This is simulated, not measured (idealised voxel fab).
process module | voxel capacitor over wiring
cross-section cut | 200 nm wide | cells 5 nm
A cross-section is a grid of square cells, given in bands from the top down. A band is one or more rows of cells.
Each band's line starts with the height of the band's top and of its bottom, in nm. Then come its materials from left to right, each with its width in nm. One material with "throughout" fills the band from edge to edge. "air" is empty space.
Height 0 is the level under which the wafer as received is all one material. The lowest band goes on downwards, as in "0 down".
A width such as "30 to 40" changes by the same amount from each row of cells to the next, from the band's top row to its bottom row.
"no change" after a step means that no cell of the cross-section changed.
closed voids: empty space of 8 cells or more with no open way to the top, each as width x height at its distance from the left edge, in nm
after a step's settings: what the simulator itself notes on the step
overlay nm, on a step with a mask: how far to the right of its planned place the mask lay; to the left if negative
plan
1 op RECEIVE | material Si
2 op CONFORMAL_DEP | material SiO2 | thk nm 15
3 op DIRECTIONAL_DEP | material TiN | thk nm 5
4 op DIRECTIONAL_DEP | material Ru | thk nm 15
5 op MASKED_ETCH | tone cover | mask id METAL_1 | width nm 25 | pitch nm 85 | etch materials Ru | depth nm 15 | overlay nm 0
6 op MASKED_ETCH | tone cover | mask id METAL_1 | width nm 25 | pitch nm 85 | etch materials TiN | depth nm 5 | overlay nm 0
7 op FILL_DEP | material lowk | thk nm 10
8 op CMP | height nm 30
9 op CONFORMAL_DEP | material SiCN | thk nm 5
10 op DIRECTIONAL_DEP | material lowk | thk nm 20
11 op MASKED_ETCH | tone open | mask id PLUG_1 | width nm 15 | etch materials lowk | depth nm 20 | overlay nm 0
12 op MASKED_ETCH | tone open | mask id PLUG_1 | width nm 15 | etch materials SiCN | depth nm 5 | overlay nm 0
13 op EPI | material Ru | thk nm 10
14 op EPI | material Ru | thk nm 10
15 op EPI | material Ru | thk nm 5
16 op DIRECTIONAL_DEP | material TiN | thk nm 10
17 op DIRECTIONAL_DEP | material Al2O3 | thk nm 5
18 op DIRECTIONAL_DEP | material TiN | thk nm 5
19 op PATTERN | tone cover | mask id UPPER_PLATE | material resist | width nm 65 | thk nm 15 | overlay nm 0
20 op DIRECTIONAL_ETCH | etch materials TiN | depth nm 5
21 op DIRECTIONAL_ETCH | etch materials Al2O3 | depth nm 5
22 op STRIP | etch materials resist
23 op PATTERN | tone cover | mask id LOWER_PLATE | material resist | width nm 75 | thk nm 20 | overlay nm 0
24 op DIRECTIONAL_ETCH | etch materials TiN | depth nm 10
25 op STRIP | etch materials resist
26 op FILL_DEP | material SiO2 | thk nm 15
27 op CMP | height nm 90
28 op DIRECTIONAL_DEP | material aC | thk nm 15
29 op PATTERN | tone open | mask id PLUG_2 | material resist | width nm 15 | thk nm 30 | overlay nm 0
30 op DIRECTIONAL_ETCH | etch materials aC | depth nm 15
31 op STRIP | etch materials resist
32 op DIRECTIONAL_ETCH | etch materials SiO2 | depth nm 10
33 op STRIP | etch materials aC
34 op CONFORMAL_DEP | material TiN | thk nm 5
35 op FILL_DEP | material W | thk nm 10
36 op CMP | height nm 90
37 op CONFORMAL_DEP | material SiCN | thk nm 5
varied across the wafers: height nm of step 8. The plan shows the first wafer's value. All wafers start alike
first wafer as received, after step 1
  0 down: Si throughout
  closed voids: none
first wafer at the end, after step 37
  95 to 90: SiCN throughout
  90 to 85: SiO2 65 | TiN 5 | W 5 | TiN 5 | SiO2 120
  85 to 80: SiO2 65 | TiN 15 | SiO2 120
  80 to 75: SiO2 throughout
  75 to 70: SiO2 55 | TiN 65 | SiO2 80
  70 to 65: SiO2 55 | Al2O3 65 | SiO2 80
  65 to 55: SiO2 50 | TiN 75 | SiO2 75
  55 to 35: lowk 55 | Ru 15 | lowk 130
  35 to 30: SiCN 55 | Ru 15 | SiCN 130
  30 to 20: lowk 45 | Ru 25 | lowk 60 | Ru 25 | lowk 45
  20 to 15: lowk 45 | TiN 25 | lowk 60 | TiN 25 | lowk 45
  15 to 0: SiO2 throughout
  0 down: Si throughout
  closed voids: none
last wafer at the end
  95 to 90: SiCN throughout
  90 to 85: SiO2 65 | TiN 55 | SiO2 80
  85 to 80: SiO2 65 | TiN 5 | Al2O3 50 | SiO2 80
  80 to 70: SiO2 50 | TiN 5 | SiO2 15 | TiN 55 | SiO2 75
  70 to 65: lowk 55 | SiO2 15 | lowk 130
  65 to 60: lowk 55 | TiN 15 | lowk 130
  60 to 55: lowk 55 | Al2O3 15 | lowk 130
  55 to 50: lowk 55 | TiN 15 | lowk 130
  50 to 45: SiCN 55 | TiN 15 | SiCN 130
  45 to 35: lowk throughout
  35 to 20: lowk 45 | Ru 25 | lowk 60 | Ru 25 | lowk 45
  20 to 15: lowk 45 | TiN 25 | lowk 60 | TiN 25 | lowk 45
  15 to 0: SiO2 throughout
  0 down: Si throughout
  closed voids: none
each wafer at the end: cells of each material gained (+) or lost (-) since it was received, then its closed voids
height nm 30 | +13 Al2O3 | +35 Ru | +77 SiCN | +338 SiO2 | +58 TiN | +1 W | +238 lowk | closed voids: none
height nm 35 | +13 Al2O3 | +45 Ru | +77 SiCN | +298 SiO2 | +58 TiN | +1 W | +268 lowk | closed voids: none
height nm 40 | +13 Al2O3 | +30 Ru | +77 SiCN | +275 SiO2 | +57 TiN | +308 lowk | closed voids: none
height nm 45 | +13 Al2O3 | +30 Ru | +77 SiCN | +237 SiO2 | +55 TiN | +348 lowk | closed voids: none
